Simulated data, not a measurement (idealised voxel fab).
process module | voxel wiring stack
cross-section cut | 265 nm wide | cells 5 nm
A cross-section is a grid of square cells, given in bands from the top down. A band is one or more rows of cells.
Each band's line starts with the height of the band's top and of its bottom, in nm. Then come its materials from left to right, each with its width in nm. One material with "throughout" fills the band from edge to edge. "air" is empty space.
Height 0 is the level under which the wafer as received is all one material. The lowest band goes on downwards, as in "0 down".
A width such as "30 to 40" changes by the same amount from each row of cells to the next, from the band's top row to its bottom row.
"no change" after a step means that no cell of the cross-section changed.
closed voids: empty space of 8 cells or more with no open way to the top, each as width x height at its distance from the left edge, in nm
after a step's settings: what the simulator itself notes on the step
overlay nm, on a step with a mask: how far to the right of its planned place the mask lay; to the left if negative
plan
1 op RECEIVE | material Si
2 op CONFORMAL_DEP | material SiO2 | thk nm 10
3 op CONFORMAL_DEP | material SiCN | thk nm 5
4 op DIRECTIONAL_DEP | material lowk | thk nm 25
5 op PATTERN | tone open | mask id METAL_1 | material resist | width nm 20 | pitch nm 45 | thk nm 20 | overlay nm 0
6 op DIRECTIONAL_ETCH | etch materials lowk | depth nm 25
7 op DIRECTIONAL_ETCH | etch materials SiCN | depth nm 5
8 op STRIP | etch materials resist
9 op CONFORMAL_DEP | material TiN | thk nm 5
10 op FILL_DEP | material Cu | thk nm 10
11 op CMP | height nm 40
12 op CONFORMAL_DEP | material SiCN | thk nm 5
13 op DIRECTIONAL_DEP | material lowk | thk nm 30
14 op MASKED_ETCH | tone open | mask id METAL_2 | width nm 20 | pitch nm 45 | etch materials lowk | depth nm 15 | overlay nm 0
15 op DIRECTIONAL_DEP | material aC | thk nm 10
16 op PATTERN | tone open | mask id METAL_2_HOLES | material resist | width nm 15 | pitch nm 45 | thk nm 30 | overlay nm 0
17 op DIRECTIONAL_ETCH | etch materials aC | depth nm 10
18 op STRIP | etch materials resist
19 op DIRECTIONAL_ETCH | etch materials lowk | depth nm 15
20 op DIRECTIONAL_ETCH | etch materials SiCN | depth nm 5
21 op STRIP | etch materials aC
22 op CONFORMAL_DEP | material TiN | thk nm 5
23 op FILL_DEP | material Cu | thk nm 10
24 op CMP | height nm 75
25 op CONFORMAL_DEP | material SiCN | thk nm 5
26 op DIRECTIONAL_DEP | material SiO2 | thk nm 15
27 op DIRECTIONAL_DEP | material aC | thk nm 15
28 op PATTERN | tone open | mask id PLUG_2 | material resist | width nm 15 | pitch nm 90 | thk nm 35 | overlay nm 0
29 op DIRECTIONAL_ETCH | etch materials aC | depth nm 15
30 op STRIP | etch materials resist
31 op DIRECTIONAL_ETCH | etch materials SiO2 | depth nm 15
32 op DIRECTIONAL_ETCH | etch materials SiCN | depth nm 5
33 op STRIP | etch materials aC
34 op EPI | material Ru | thk nm 10
35 op EPI | material Ru | thk nm 10
36 op DIRECTIONAL_DEP | material TiN | thk nm 5
37 op DIRECTIONAL_DEP | material Ru | thk nm 25
38 op MASKED_ETCH | tone cover | mask id METAL_3 | width nm 20 | pitch nm 45 | etch materials Ru | depth nm 25 | overlay nm 0
39 op MASKED_ETCH | tone cover | mask id METAL_3 | width nm 20 | pitch nm 45 | etch materials TiN | depth nm 5 | overlay nm 0
40 op FILL_DEP | material SiO2 | thk nm 10
41 op CMP | height nm 125
42 op CONFORMAL_DEP | material SiCN | thk nm 5
43 op DIRECTIONAL_DEP | material lowk | thk nm 25
44 op MASKED_ETCH | tone open | mask id METAL_4_HOLES | width nm 15 | pitch nm 45 | etch materials lowk | depth nm 25 | overlay nm 0
45 op PATTERN | tone open | mask id METAL_4 | material resist | width nm 20 | pitch nm 45 | thk nm 15 | overlay nm 0
46 op DIRECTIONAL_ETCH | etch materials lowk | depth nm 15
47 op DIRECTIONAL_ETCH | etch materials SiCN | depth nm 5
48 op STRIP | etch materials resist
49 op CONFORMAL_DEP | material TiN | thk nm 5
50 op FILL_DEP | material Cu | thk nm 10
51 op CMP | height nm 155
52 op CONFORMAL_DEP | material SiN | thk nm 5
first wafer, as planned
as received, after step 1
  0 down: Si throughout
  closed voids: none
after step 2
  10 to 0: SiO2 throughout
  below 0: unchanged
after step 3
  15 to 10: SiCN throughout
  below 10: unchanged
after step 4
  40 to 15: lowk throughout
  below 15: unchanged
after step 5
  60 to 40: resist 55 | air 20 | resist 25 | air 20 | resist 25 | air 20 | resist 25 | air 20 | resist 55
  below 40: unchanged
after step 6
  60 to 40: resist 55 | air 20 | resist 25 | air 20 | resist 25 | air 20 | resist 25 | air 20 | resist 55
  40 to 15: lowk 55 | air 20 | lowk 25 | air 20 | lowk 25 | air 20 | lowk 25 | air 20 | lowk 55
  below 15: unchanged
after step 7
  60 to 40: resist 55 | air 20 | resist 25 | air 20 | resist 25 | air 20 | resist 25 | air 20 | resist 55
  40 to 15: lowk 55 | air 20 | lowk 25 | air 20 | lowk 25 | air 20 | lowk 25 | air 20 | lowk 55
  15 to 10: SiCN 55 | air 20 | SiCN 25 | air 20 | SiCN 25 | air 20 | SiCN 25 | air 20 | SiCN 55
  below 10: unchanged
after step 8
  40 to 15: lowk 55 | air 20 | lowk 25 | air 20 | lowk 25 | air 20 | lowk 25 | air 20 | lowk 55
  below 15: unchanged
after step 9
  45 to 40: TiN 60 | air 10 | TiN 35 | air 10 | TiN 35 | air 10 | TiN 35 | air 10 | TiN 60
  40 to 15: lowk 55 | TiN 5 | air 10 | TiN 5 | lowk 25 | TiN 5 | air 10 | TiN 5 | lowk 25 | TiN 5 | air 10 | TiN 5 | lowk 25 | TiN 5 | air 10 | TiN 5 | lowk 55
  15 to 10: SiCN 55 | TiN 20 | SiCN 25 | TiN 20 | SiCN 25 | TiN 20 | SiCN 25 | TiN 20 | SiCN 55
  below 10: unchanged
after step 10
  55 to 45: Cu throughout
  45 to 40: TiN 60 | Cu 10 | TiN 35 | Cu 10 | TiN 35 | Cu 10 | TiN 35 | Cu 10 | TiN 60
  40 to 15: lowk 55 | TiN 5 | Cu 10 | TiN 5 | lowk 25 | TiN 5 | Cu 10 | TiN 5 | lowk 25 | TiN 5 | Cu 10 | TiN 5 | lowk 25 | TiN 5 | Cu 10 | TiN 5 | lowk 55
  below 15: unchanged
after step 11
  40 to 15: lowk 55 | TiN 5 | Cu 10 | TiN 5 | lowk 25 | TiN 5 | Cu 10 | TiN 5 | lowk 25 | TiN 5 | Cu 10 | TiN 5 | lowk 25 | TiN 5 | Cu 10 | TiN 5 | lowk 55
  below 15: unchanged
after step 12
  45 to 40: SiCN throughout
  below 40: unchanged
after step 13
  75 to 45: lowk throughout
  below 45: unchanged
after step 14
  75 to 60: lowk 55 | air 20 | lowk 25 | air 20 | lowk 25 | air 20 | lowk 25 | air 20 | lowk 55
  below 60: unchanged
after step 15
  85 to 75: aC 55 | air 20 | aC 25 | air 20 | aC 25 | air 20 | aC 25 | air 20 | aC 55
  75 to 70: lowk 55 | air 20 | lowk 25 | air 20 | lowk 25 | air 20 | lowk 25 | air 20 | lowk 55
  70 to 60: lowk 55 | aC 20 | lowk 25 | aC 20 | lowk 25 | aC 20 | lowk 25 | aC 20 | lowk 55
  below 60: unchanged
after step 16
  115 to 85: resist 55 | air 15 | resist 30 | air 15 | resist 30 | air 15 | resist 30 | air 15 | resist 60
  85 to 75: aC 55 | air 15 | resist 5 | aC 25 | air 15 | resist 5 | aC 25 | air 15 | resist 5 | aC 25 | air 15 | resist 5 | aC 55
  75 to 70: lowk 55 | air 15 | resist 5 | lowk 25 | air 15 | resist 5 | lowk 25 | air 15 | resist 5 | lowk 25 | air 15 | resist 5 | lowk 55
  below 70: unchanged
after step 17
  105 to 85: resist 55 | air 15 | resist 30 | air 15 | resist 30 | air 15 | resist 30 | air 15 | resist 60
  85 to 75: aC 55 | air 15 | resist 5 | aC 25 | air 15 | resist 5 | aC 25 | air 15 | resist 5 | aC 25 | air 15 | resist 5 | aC 55
  75 to 70: lowk 55 | air 15 | resist 5 | lowk 25 | air 15 | resist 5 | lowk 25 | air 15 | resist 5 | lowk 25 | air 15 | resist 5 | lowk 55
  70 to 60: lowk 55 | air 15 | aC 5 | lowk 25 | air 15 | aC 5 | lowk 25 | air 15 | aC 5 | lowk 25 | air 15 | aC 5 | lowk 55
  below 60: unchanged
after step 18
  85 to 75: aC 55 | air 20 | aC 25 | air 20 | aC 25 | air 20 | aC 25 | air 20 | aC 55
  75 to 70: lowk 55 | air 20 | lowk 25 | air 20 | lowk 25 | air 20 | lowk 25 | air 20 | lowk 55
  below 70: unchanged
after step 19
  85 to 75: aC 55 | air 20 | aC 25 | air 20 | aC 25 | air 20 | aC 25 | air 20 | aC 55
  75 to 70: lowk 55 | air 20 | lowk 25 | air 20 | lowk 25 | air 20 | lowk 25 | air 20 | lowk 55
  70 to 60: lowk 55 | air 15 | aC 5 | lowk 25 | air 15 | aC 5 | lowk 25 | air 15 | aC 5 | lowk 25 | air 15 | aC 5 | lowk 55
  60 to 45: lowk 55 | air 15 | lowk 30 | air 15 | lowk 30 | air 15 | lowk 30 | air 15 | lowk 60
  below 45: unchanged
after step 20
  85 to 75: aC 55 | air 20 | aC 25 | air 20 | aC 25 | air 20 | aC 25 | air 20 | aC 55
  75 to 70: lowk 55 | air 20 | lowk 25 | air 20 | lowk 25 | air 20 | lowk 25 | air 20 | lowk 55
  70 to 60: lowk 55 | air 15 | aC 5 | lowk 25 | air 15 | aC 5 | lowk 25 | air 15 | aC 5 | lowk 25 | air 15 | aC 5 | lowk 55
  60 to 45: lowk 55 | air 15 | lowk 30 | air 15 | lowk 30 | air 15 | lowk 30 | air 15 | lowk 60
  45 to 40: SiCN 55 | air 15 | SiCN 30 | air 15 | SiCN 30 | air 15 | SiCN 30 | air 15 | SiCN 60
  below 40: unchanged
after step 21
  75 to 60: lowk 55 | air 20 | lowk 25 | air 20 | lowk 25 | air 20 | lowk 25 | air 20 | lowk 55
  below 60: unchanged
after step 22
  80 to 75: TiN 60 | air 10 | TiN 35 | air 10 | TiN 35 | air 10 | TiN 35 | air 10 | TiN 60
  75 to 65: lowk 55 | TiN 5 | air 10 | TiN 5 | lowk 25 | TiN 5 | air 10 | TiN 5 | lowk 25 | TiN 5 | air 10 | TiN 5 | lowk 25 | TiN 5 | air 10 | TiN 5 | lowk 55
  65 to 60: lowk 55 | TiN 5 | air 5 | TiN 10 | lowk 25 | TiN 5 | air 5 | TiN 10 | lowk 25 | TiN 5 | air 5 | TiN 10 | lowk 25 | TiN 5 | air 5 | TiN 10 | lowk 55
  60 to 45: lowk 55 | TiN 5 | air 5 | TiN 5 | lowk 30 | TiN 5 | air 5 | TiN 5 | lowk 30 | TiN 5 | air 5 | TiN 5 | lowk 30 | TiN 5 | air 5 | TiN 5 | lowk 60
  45 to 40: SiCN 55 | TiN 15 | SiCN 30 | TiN 15 | SiCN 30 | TiN 15 | SiCN 30 | TiN 15 | SiCN 60
  below 40: unchanged
after step 23
  90 to 80: Cu throughout
  80 to 75: TiN 60 | Cu 10 | TiN 35 | Cu 10 | TiN 35 | Cu 10 | TiN 35 | Cu 10 | TiN 60
  75 to 65: lowk 55 | TiN 5 | Cu 10 | TiN 5 | lowk 25 | TiN 5 | Cu 10 | TiN 5 | lowk 25 | TiN 5 | Cu 10 | TiN 5 | lowk 25 | TiN 5 | Cu 10 | TiN 5 | lowk 55
  65 to 60: lowk 55 | TiN 5 | Cu 5 | TiN 10 | lowk 25 | TiN 5 | Cu 5 | TiN 10 | lowk 25 | TiN 5 | Cu 5 | TiN 10 | lowk 25 | TiN 5 | Cu 5 | TiN 10 | lowk 55
  60 to 45: lowk 55 | TiN 5 | Cu 5 | TiN 5 | lowk 30 | TiN 5 | Cu 5 | TiN 5 | lowk 30 | TiN 5 | Cu 5 | TiN 5 | lowk 30 | TiN 5 | Cu 5 | TiN 5 | lowk 60
  below 45: unchanged
after step 24
  75 to 65: lowk 55 | TiN 5 | Cu 10 | TiN 5 | lowk 25 | TiN 5 | Cu 10 | TiN 5 | lowk 25 | TiN 5 | Cu 10 | TiN 5 | lowk 25 | TiN 5 | Cu 10 | TiN 5 | lowk 55
  below 65: unchanged
after step 25
  80 to 75: SiCN throughout
  below 75: unchanged
after step 26
  95 to 80: SiO2 throughout
  below 80: unchanged
after step 27
  110 to 95: aC throughout
  below 95: unchanged
after step 28
  145 to 110: resist 55 | air 15 | resist 75 | air 15 | resist 105
  below 110: unchanged
after step 29
  130 to 110: resist 55 | air 15 | resist 75 | air 15 | resist 105
  110 to 95: aC 55 | air 15 | aC 75 | air 15 | aC 105
  below 95: unchanged
after step 30
  110 to 95: aC 55 | air 15 | aC 75 | air 15 | aC 105
  below 95: unchanged
after step 31
  110 to 95: aC 55 | air 15 | aC 75 | air 15 | aC 105
  95 to 80: SiO2 55 | air 15 | SiO2 75 | air 15 | SiO2 105
  below 80: unchanged
after step 32
  110 to 95: aC 55 | air 15 | aC 75 | air 15 | aC 105
  95 to 80: SiO2 55 | air 15 | SiO2 75 | air 15 | SiO2 105
  80 to 75: SiCN 55 | air 15 | SiCN 75 | air 15 | SiCN 105
  below 75: unchanged
after step 33
  95 to 80: SiO2 55 | air 15 | SiO2 75 | air 15 | SiO2 105
  below 80: unchanged
after step 34
  95 to 85: SiO2 55 | air 15 | SiO2 75 | air 15 | SiO2 105
  85 to 80: SiO2 55 | Ru 15 | SiO2 75 | Ru 15 | SiO2 105
  80 to 75: SiCN 55 | Ru 15 | SiCN 75 | Ru 15 | SiCN 105
  below 75: unchanged
after step 35
  95 to 80: SiO2 55 | Ru 15 | SiO2 75 | Ru 15 | SiO2 105
  below 80: unchanged
after step 36
  100 to 95: TiN throughout
  below 95: unchanged
after step 37
  125 to 100: Ru throughout
  below 100: unchanged
after step 38
  125 to 100: air 55 | Ru 20 | air 25 | Ru 20 | air 25 | Ru 20 | air 25 | Ru 20 | air 55
  below 100: unchanged
after step 39
  125 to 100: air 55 | Ru 20 | air 25 | Ru 20 | air 25 | Ru 20 | air 25 | Ru 20 | air 55
  100 to 95: air 55 | TiN 20 | air 25 | TiN 20 | air 25 | TiN 20 | air 25 | TiN 20 | air 55
  below 95: unchanged
after step 40
  135 to 125: SiO2 throughout
  125 to 100: SiO2 55 | Ru 20 | SiO2 25 | Ru 20 | SiO2 25 | Ru 20 | SiO2 25 | Ru 20 | SiO2 55
  100 to 95: SiO2 55 | TiN 20 | SiO2 25 | TiN 20 | SiO2 25 | TiN 20 | SiO2 25 | TiN 20 | SiO2 55
  below 95: unchanged
after step 41
  125 to 100: SiO2 55 | Ru 20 | SiO2 25 | Ru 20 | SiO2 25 | Ru 20 | SiO2 25 | Ru 20 | SiO2 55
  below 100: unchanged
after step 42
  130 to 125: SiCN throughout
  below 125: unchanged
after step 43
  155 to 130: lowk throughout
  below 130: unchanged
after step 44
  155 to 130: lowk 55 | air 15 | lowk 30 | air 15 | lowk 30 | air 15 | lowk 30 | air 15 | lowk 60
  below 130: unchanged
after step 45
  170 to 155: resist 55 | air 20 | resist 25 | air 20 | resist 25 | air 20 | resist 25 | air 20 | resist 55
  below 155: unchanged
after step 46
  170 to 155: resist 55 | air 20 | resist 25 | air 20 | resist 25 | air 20 | resist 25 | air 20 | resist 55
  155 to 140: lowk 55 | air 20 | lowk 25 | air 20 | lowk 25 | air 20 | lowk 25 | air 20 | lowk 55
  below 140: unchanged
after step 47
  170 to 155: resist 55 | air 20 | resist 25 | air 20 | resist 25 | air 20 | resist 25 | air 20 | resist 55
  155 to 140: lowk 55 | air 20 | lowk 25 | air 20 | lowk 25 | air 20 | lowk 25 | air 20 | lowk 55
  140 to 130: lowk 55 | air 15 | lowk 30 | air 15 | lowk 30 | air 15 | lowk 30 | air 15 | lowk 60
  130 to 125: SiCN 55 | air 15 | SiCN 30 | air 15 | SiCN 30 | air 15 | SiCN 30 | air 15 | SiCN 60
  below 125: unchanged
after step 48
  155 to 140: lowk 55 | air 20 | lowk 25 | air 20 | lowk 25 | air 20 | lowk 25 | air 20 | lowk 55
  below 140: unchanged
after step 49
  160 to 155: TiN 60 | air 10 | TiN 35 | air 10 | TiN 35 | air 10 | TiN 35 | air 10 | TiN 60
  155 to 145: lowk 55 | TiN 5 | air 10 | TiN 5 | lowk 25 | TiN 5 | air 10 | TiN 5 | lowk 25 | TiN 5 | air 10 | TiN 5 | lowk 25 | TiN 5 | air 10 | TiN 5 | lowk 55
  145 to 140: lowk 55 | TiN 5 | air 5 | TiN 10 | lowk 25 | TiN 5 | air 5 | TiN 10 | lowk 25 | TiN 5 | air 5 | TiN 10 | lowk 25 | TiN 5 | air 5 | TiN 10 | lowk 55
  140 to 130: lowk 55 | TiN 5 | air 5 | TiN 5 | lowk 30 | TiN 5 | air 5 | TiN 5 | lowk 30 | TiN 5 | air 5 | TiN 5 | lowk 30 | TiN 5 | air 5 | TiN 5 | lowk 60
  130 to 125: SiCN 55 | TiN 15 | SiCN 30 | TiN 15 | SiCN 30 | TiN 15 | SiCN 30 | TiN 15 | SiCN 60
  below 125: unchanged
after step 50
  170 to 160: Cu throughout
  160 to 155: TiN 60 | Cu 10 | TiN 35 | Cu 10 | TiN 35 | Cu 10 | TiN 35 | Cu 10 | TiN 60
  155 to 145: lowk 55 | TiN 5 | Cu 10 | TiN 5 | lowk 25 | TiN 5 | Cu 10 | TiN 5 | lowk 25 | TiN 5 | Cu 10 | TiN 5 | lowk 25 | TiN 5 | Cu 10 | TiN 5 | lowk 55
  145 to 140: lowk 55 | TiN 5 | Cu 5 | TiN 10 | lowk 25 | TiN 5 | Cu 5 | TiN 10 | lowk 25 | TiN 5 | Cu 5 | TiN 10 | lowk 25 | TiN 5 | Cu 5 | TiN 10 | lowk 55
  140 to 130: lowk 55 | TiN 5 | Cu 5 | TiN 5 | lowk 30 | TiN 5 | Cu 5 | TiN 5 | lowk 30 | TiN 5 | Cu 5 | TiN 5 | lowk 30 | TiN 5 | Cu 5 | TiN 5 | lowk 60
  below 130: unchanged
after step 51
  155 to 145: lowk 55 | TiN 5 | Cu 10 | TiN 5 | lowk 25 | TiN 5 | Cu 10 | TiN 5 | lowk 25 | TiN 5 | Cu 10 | TiN 5 | lowk 25 | TiN 5 | Cu 10 | TiN 5 | lowk 55
  below 145: unchanged
after step 52
  160 to 155: SiN throughout
  below 155: unchanged
second wafer: like start, like plan, one mistake. Through step 15 it matches the first wafer
when step 16 should have ended
  115 to 85: resist 45 | air 15 | resist 30 | air 15 | resist 30 | air 15 | resist 30 | air 15 | resist 70
  85 to 75: aC 55 | air 5 | resist 15 | aC 25 | air 5 | resist 15 | aC 25 | air 5 | resist 15 | aC 25 | air 5 | resist 15 | aC 55
  75 to 70: lowk 55 | air 5 | resist 15 | lowk 25 | air 5 | resist 15 | lowk 25 | air 5 | resist 15 | lowk 25 | air 5 | resist 15 | lowk 55
  below 70: unchanged
when step 17 should have ended
  105 to 85: resist 45 | air 15 | resist 30 | air 15 | resist 30 | air 15 | resist 30 | air 15 | resist 70
  85 to 75: aC 45 | air 15 | resist 15 | aC 15 | air 15 | resist 15 | aC 15 | air 15 | resist 15 | aC 15 | air 15 | resist 15 | aC 55
  75 to 70: lowk 55 | air 5 | resist 15 | lowk 25 | air 5 | resist 15 | lowk 25 | air 5 | resist 15 | lowk 25 | air 5 | resist 15 | lowk 55
  70 to 60: lowk 55 | air 5 | aC 15 | lowk 25 | air 5 | aC 15 | lowk 25 | air 5 | aC 15 | lowk 25 | air 5 | aC 15 | lowk 55
  below 60: unchanged
when step 18 should have ended
  85 to 75: aC 45 | air 30 | aC 15 | air 30 | aC 15 | air 30 | aC 15 | air 30 | aC 55
  75 to 70: lowk 55 | air 20 | lowk 25 | air 20 | lowk 25 | air 20 | lowk 25 | air 20 | lowk 55
  below 70: unchanged
when step 19 should have ended
  85 to 75: aC 45 | air 30 | aC 15 | air 30 | aC 15 | air 30 | aC 15 | air 30 | aC 55
  75 to 70: lowk 45 | air 30 | lowk 15 | air 30 | lowk 15 | air 30 | lowk 15 | air 30 | lowk 55
  70 to 60: lowk 45 | air 15 | aC 15 | lowk 15 | air 15 | aC 15 | lowk 15 | air 15 | aC 15 | lowk 15 | air 15 | aC 15 | lowk 55
  60 to 45: lowk 55 | air 5 | lowk 40 | air 5 | lowk 40 | air 5 | lowk 40 | air 5 | lowk 70
  below 45: unchanged
when step 20 should have ended
  85 to 75: aC 45 | air 30 | aC 15 | air 30 | aC 15 | air 30 | aC 15 | air 30 | aC 55
  75 to 70: lowk 45 | air 30 | lowk 15 | air 30 | lowk 15 | air 30 | lowk 15 | air 30 | lowk 55
  70 to 60: lowk 45 | air 15 | aC 15 | lowk 15 | air 15 | aC 15 | lowk 15 | air 15 | aC 15 | lowk 15 | air 15 | aC 15 | lowk 55
  60 to 45: lowk 55 | air 5 | lowk 40 | air 5 | lowk 40 | air 5 | lowk 40 | air 5 | lowk 70
  45 to 40: SiCN 55 | air 5 | SiCN 40 | air 5 | SiCN 40 | air 5 | SiCN 40 | air 5 | SiCN 70
  below 40: unchanged
when step 21 should have ended
  75 to 60: lowk 45 | air 30 | lowk 15 | air 30 | lowk 15 | air 30 | lowk 15 | air 30 | lowk 55
  below 60: unchanged
when step 22 should have ended
  80 to 75: TiN 50 | air 20 | TiN 25 | air 20 | TiN 25 | air 20 | TiN 25 | air 20 | TiN 60
  75 to 65: lowk 45 | TiN 5 | air 20 | TiN 5 | lowk 15 | TiN 5 | air 20 | TiN 5 | lowk 15 | TiN 5 | air 20 | TiN 5 | lowk 15 | TiN 5 | air 20 | TiN 5 | lowk 55
  65 to 60: lowk 45 | TiN 30 | lowk 15 | TiN 30 | lowk 15 | TiN 30 | lowk 15 | TiN 30 | lowk 55
  60 to 45: lowk 55 | TiN 5 | lowk 40 | TiN 5 | lowk 40 | TiN 5 | lowk 40 | TiN 5 | lowk 70
  45 to 40: SiCN 55 | TiN 5 | SiCN 40 | TiN 5 | SiCN 40 | TiN 5 | SiCN 40 | TiN 5 | SiCN 70
  below 40: unchanged
when step 23 should have ended
  90 to 80: Cu throughout
  80 to 75: TiN 50 | Cu 20 | TiN 25 | Cu 20 | TiN 25 | Cu 20 | TiN 25 | Cu 20 | TiN 60
  75 to 65: lowk 45 | TiN 5 | Cu 20 | TiN 5 | lowk 15 | TiN 5 | Cu 20 | TiN 5 | lowk 15 | TiN 5 | Cu 20 | TiN 5 | lowk 15 | TiN 5 | Cu 20 | TiN 5 | lowk 55
  below 65: unchanged
when step 24 should have ended
  75 to 65: lowk 45 | TiN 5 | Cu 20 | TiN 5 | lowk 15 | TiN 5 | Cu 20 | TiN 5 | lowk 15 | TiN 5 | Cu 20 | TiN 5 | lowk 15 | TiN 5 | Cu 20 | TiN 5 | lowk 55
  below 65: unchanged
when step 25 should have ended
  80 to 75: SiCN throughout
  below 75: unchanged
when step 26 should have ended
  95 to 80: SiO2 throughout
  below 80: unchanged
when step 27 should have ended
  110 to 95: aC throughout
  below 95: unchanged
when step 28 should have ended
  145 to 110: resist 55 | air 15 | resist 75 | air 15 | resist 105
  below 110: unchanged
when step 29 should have ended
  130 to 110: resist 55 | air 15 | resist 75 | air 15 | resist 105
  110 to 95: aC 55 | air 15 | aC 75 | air 15 | aC 105
  below 95: unchanged
when step 30 should have ended
  110 to 95: aC 55 | air 15 | aC 75 | air 15 | aC 105
  below 95: unchanged
when step 31 should have ended
  110 to 95: aC 55 | air 15 | aC 75 | air 15 | aC 105
  95 to 80: SiO2 55 | air 15 | SiO2 75 | air 15 | SiO2 105
  below 80: unchanged
when step 32 should have ended
  110 to 95: aC 55 | air 15 | aC 75 | air 15 | aC 105
  95 to 80: SiO2 55 | air 15 | SiO2 75 | air 15 | SiO2 105
  80 to 75: SiCN 55 | air 15 | SiCN 75 | air 15 | SiCN 105
  below 75: unchanged
when step 33 should have ended
  95 to 80: SiO2 55 | air 15 | SiO2 75 | air 15 | SiO2 105
  below 80: unchanged
when step 34 should have ended
  95 to 85: SiO2 55 | air 15 | SiO2 75 | air 15 | SiO2 105
  85 to 80: SiO2 55 | Ru 15 | SiO2 75 | Ru 15 | SiO2 105
  80 to 75: SiCN 55 | Ru 15 | SiCN 75 | Ru 15 | SiCN 105
  below 75: unchanged
when step 35 should have ended
  95 to 80: SiO2 55 | Ru 15 | SiO2 75 | Ru 15 | SiO2 105
  below 80: unchanged
when step 36 should have ended
  100 to 95: TiN throughout
  below 95: unchanged
when step 37 should have ended
  125 to 100: Ru throughout
  below 100: unchanged
when step 38 should have ended
  125 to 100: air 55 | Ru 20 | air 25 | Ru 20 | air 25 | Ru 20 | air 25 | Ru 20 | air 55
  below 100: unchanged
when step 39 should have ended
  125 to 100: air 55 | Ru 20 | air 25 | Ru 20 | air 25 | Ru 20 | air 25 | Ru 20 | air 55
  100 to 95: air 55 | TiN 20 | air 25 | TiN 20 | air 25 | TiN 20 | air 25 | TiN 20 | air 55
  below 95: unchanged
when step 40 should have ended
  135 to 125: SiO2 throughout
  125 to 100: SiO2 55 | Ru 20 | SiO2 25 | Ru 20 | SiO2 25 | Ru 20 | SiO2 25 | Ru 20 | SiO2 55
  100 to 95: SiO2 55 | TiN 20 | SiO2 25 | TiN 20 | SiO2 25 | TiN 20 | SiO2 25 | TiN 20 | SiO2 55
  below 95: unchanged
when step 41 should have ended
  125 to 100: SiO2 55 | Ru 20 | SiO2 25 | Ru 20 | SiO2 25 | Ru 20 | SiO2 25 | Ru 20 | SiO2 55
  below 100: unchanged
when step 42 should have ended
  130 to 125: SiCN throughout
  below 125: unchanged
when step 43 should have ended
  155 to 130: lowk throughout
  below 130: unchanged
when step 44 should have ended
  155 to 130: lowk 55 | air 15 | lowk 30 | air 15 | lowk 30 | air 15 | lowk 30 | air 15 | lowk 60
  below 130: unchanged
when step 45 should have ended
  170 to 155: resist 55 | air 20 | resist 25 | air 20 | resist 25 | air 20 | resist 25 | air 20 | resist 55
  below 155: unchanged
when step 46 should have ended
  170 to 155: resist 55 | air 20 | resist 25 | air 20 | resist 25 | air 20 | resist 25 | air 20 | resist 55
  155 to 140: lowk 55 | air 20 | lowk 25 | air 20 | lowk 25 | air 20 | lowk 25 | air 20 | lowk 55
  below 140: unchanged
when step 47 should have ended
  170 to 155: resist 55 | air 20 | resist 25 | air 20 | resist 25 | air 20 | resist 25 | air 20 | resist 55
  155 to 140: lowk 55 | air 20 | lowk 25 | air 20 | lowk 25 | air 20 | lowk 25 | air 20 | lowk 55
  140 to 130: lowk 55 | air 15 | lowk 30 | air 15 | lowk 30 | air 15 | lowk 30 | air 15 | lowk 60
  130 to 125: SiCN 55 | air 15 | SiCN 30 | air 15 | SiCN 30 | air 15 | SiCN 30 | air 15 | SiCN 60
  below 125: unchanged
when step 48 should have ended
  155 to 140: lowk 55 | air 20 | lowk 25 | air 20 | lowk 25 | air 20 | lowk 25 | air 20 | lowk 55
  below 140: unchanged
when step 49 should have ended
  160 to 155: TiN 60 | air 10 | TiN 35 | air 10 | TiN 35 | air 10 | TiN 35 | air 10 | TiN 60
  155 to 145: lowk 55 | TiN 5 | air 10 | TiN 5 | lowk 25 | TiN 5 | air 10 | TiN 5 | lowk 25 | TiN 5 | air 10 | TiN 5 | lowk 25 | TiN 5 | air 10 | TiN 5 | lowk 55
  145 to 140: lowk 55 | TiN 5 | air 5 | TiN 10 | lowk 25 | TiN 5 | air 5 | TiN 10 | lowk 25 | TiN 5 | air 5 | TiN 10 | lowk 25 | TiN 5 | air 5 | TiN 10 | lowk 55
  140 to 130: lowk 55 | TiN 5 | air 5 | TiN 5 | lowk 30 | TiN 5 | air 5 | TiN 5 | lowk 30 | TiN 5 | air 5 | TiN 5 | lowk 30 | TiN 5 | air 5 | TiN 5 | lowk 60
  130 to 125: SiCN 55 | TiN 15 | SiCN 30 | TiN 15 | SiCN 30 | TiN 15 | SiCN 30 | TiN 15 | SiCN 60
  below 125: unchanged
when step 50 should have ended
  170 to 160: Cu throughout
  160 to 155: TiN 60 | Cu 10 | TiN 35 | Cu 10 | TiN 35 | Cu 10 | TiN 35 | Cu 10 | TiN 60
  155 to 145: lowk 55 | TiN 5 | Cu 10 | TiN 5 | lowk 25 | TiN 5 | Cu 10 | TiN 5 | lowk 25 | TiN 5 | Cu 10 | TiN 5 | lowk 25 | TiN 5 | Cu 10 | TiN 5 | lowk 55
  145 to 140: lowk 55 | TiN 5 | Cu 5 | TiN 10 | lowk 25 | TiN 5 | Cu 5 | TiN 10 | lowk 25 | TiN 5 | Cu 5 | TiN 10 | lowk 25 | TiN 5 | Cu 5 | TiN 10 | lowk 55
  140 to 130: lowk 55 | TiN 5 | Cu 5 | TiN 5 | lowk 30 | TiN 5 | Cu 5 | TiN 5 | lowk 30 | TiN 5 | Cu 5 | TiN 5 | lowk 30 | TiN 5 | Cu 5 | TiN 5 | lowk 60
  below 130: unchanged
when step 51 should have ended
  155 to 145: lowk 55 | TiN 5 | Cu 10 | TiN 5 | lowk 25 | TiN 5 | Cu 10 | TiN 5 | lowk 25 | TiN 5 | Cu 10 | TiN 5 | lowk 25 | TiN 5 | Cu 10 | TiN 5 | lowk 55
  below 145: unchanged
when step 52 should have ended
  160 to 155: SiN throughout
  below 155: unchanged
what went wrong: step 16 ran as: op PATTERN | tone open | mask id METAL_2_HOLES | material resist | width nm 15 | pitch nm 45 | thk nm 30 | overlay nm -10
at the end the second wafer has, in cells: 8 more of SiCN | 8 fewer of TiN
